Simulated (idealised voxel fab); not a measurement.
Title: Process Module voxel ribs on slabs
The width of the displayed cross-section, cut, is 285 nm; its cells are square, with a size of 5 nm.
Each cross-section below is a grid of square cells, stated as bands in top-down order, with one or more rows of cells making up each band. Look at the band entry: it leads with the top's height and the bottom's height in nm. Then it lists the materials left to right, with a width in nm for each. The word "all across" on a single material says that material fills the band edge to edge. The word "blank" is empty space. We count height from 0. Below that, the starting wafer is all one material. The lowest band never ends at the bottom but goes on down; see "0 down" for how that is written. Note: "30->40" means the width goes from the first number (top row of the band) to the second number (bottom row) in equal steps per row of cells. Key: "all unchanged" - step with no changed cell in the cross-section. Empty spaces counting at least 8 cells and having no open way to the top are listed in "Closed void register". The notation width x height at distance is used for each, the distance being from the left edge and all three values in nm. after a step's settings: what the simulator itself notes on the step. The optional step-line setting "overlay nm" applies to steps with a mask and quantifies how far to the right of its planned location the mask lay, a negative value indicating leftward placement.
Steps planned for the process
1. RECEIVE | material Si
2. DIRECTIONAL_DEP | material SiO2 | thk nm 20
3. DIRECTIONAL_DEP | material polySi | thk nm 25
4. PATTERN | tone cover | mask id RIB | material resist | width nm 30 | thk nm 15 | overlay nm 0
5. DIRECTIONAL_ETCH | etch materials polySi | depth nm 10
6. STRIP | etch materials resist
7. DIRECTIONAL_DEP | material aC | thk nm 10
8. PATTERN | tone cover | mask id SLAB | material resist | width nm 90 | thk nm 30 | overlay nm 0
9. DIRECTIONAL_ETCH | etch materials aC | depth nm 10
10. STRIP | etch materials resist
11. DIRECTIONAL_ETCH | etch materials polySi | depth nm 15
12. STRIP | etch materials aC
13. FILL_DEP | material SiO2 | thk nm 20
14. CMP | height nm 60
15. DIRECTIONAL_DEP | material W | thk nm 5
16. MASKED_ETCH | tone cover | mask id HEATER | width nm 40 | etch materials W | depth nm 5 | overlay nm 0
17. CONFORMAL_DEP | material SiO2 | thk nm 10
Shown in cross-section is the wafer as received, that is, as it stands after step 1
	0 down | Si all across
	Closed void register: none
Looking at the first of two wafers in cross-section at end of module - ran to plan
	75 to 70 | blank (110)  SiO2 (60)  blank (115)
	70 to 65 | SiO2 all across
	65 to 60 | SiO2 (120)  W (40)  SiO2 (125)
	60 to 45 | SiO2 all across
	45 to 35 | SiO2 (125)  polySi (30)  SiO2 (130)
	35 to 20 | SiO2 (95)  polySi (90)  SiO2 (100)
	20 to 0 | SiO2 all across
	0 down | Si all across
	Closed void register: none
This is the second of the two wafers, cross-sectioned at the end of the module; it started exactly like the first and was given the same plan, but it was run with one mistake
	75 to 70 | blank (110)  SiO2 (60)  blank (115)
	70 to 65 | SiO2 all across
	65 to 60 | SiO2 (120)  W (40)  SiO2 (125)
	60 to 25 | SiO2 all across
	25 to 0 | polySi all across
	0 down | Si all across
	Closed void register: none
Diagnosis: steps 2 and 3 of the plan were run in the wrong order, each in the other's place
Final comparison by cell count, materials where the second wafer has more or fewer than the first: -219 SiO2; +219 polySi
